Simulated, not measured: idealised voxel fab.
Proc. module: voxel spacer lines
160 nm wide, 5 nm square cells: that's cross-section cut.
For the purposes of this document, a cross-section shall be understood as a grid of square cells, specified as bands listed in top-to-bottom order, each band consisting of one or more rows of cells. Read a band's entry like this: the first values are the height of its top and the height of its bottom in nm, and what follows is the sequence of materials from left to right, each with its width in nm. Note that "air" is empty space, and that a single material marked "throughout" reaches across the band from edge to edge. The level at which height equals 0 is the one under which the wafer, as it arrives, is entirely one material. No lower edge exists for the bottom band, which continues downward and is notated as in "z 0 and below". Per-row width for "30..40": begins at first number (top row of band), ends at second number (bottom row), increment between rows held constant. What does "nothing was modified" mean for a step? It means no cell of the cross-section changed in that step. Closed empty spaces (no open way to the top) of 8 cells or more are what "Closed void listing" lists, each as width x height at distance from the left edge, nm for all three. What comes after the settings on a step's line is commentary from the simulator itself on that step. overlay nm: on a step with a mask, how far right of its planned place the mask lay; negative means left.
-- Planned step list for the process
1 RECEIVE: material Si
2 CONFORMAL_DEP: material Al2O3, thk nm 5
3 DIRECTIONAL_DEP: material polySi, thk nm 20
4 DIRECTIONAL_DEP: material aC, thk nm 20
5 PATTERN: tone cover, mask id MANDREL, material resist, width nm 25, pitch nm 80, thk nm 30, overlay nm 0
6 DIRECTIONAL_ETCH: etch materials aC, depth nm 20
7 STRIP: etch materials resist
8 CONFORMAL_DEP: material SiN, thk nm 15
9 DIRECTIONAL_ETCH: etch materials SiN, depth nm 15
10 STRIP: etch materials aC
11 DIRECTIONAL_ETCH: etch materials polySi, depth nm 20
12 STRIP: etch materials SiN
-- As received (post step 1): cross-section
* z 0 and below | Si throughout
* Closed void listing: none
-- Post-module cross-section: identical start and plan to those above, one misstep in execution
* z 25 to 5 | air 15 | polySi 15 | air 15 | polySi 15 | air 35 | polySi 15 | air 15 | polySi 15 | air 20
* z 5 to 0 | Al2O3 throughout
* z 0 and below | Si throughout
* Closed void listing: none
What broke from the plan during processing? not per plan at step 5, really ran PATTERN: tone cover, mask id MANDREL, material resist, width nm 15, pitch nm 80, thk nm 30, overlay nm 0
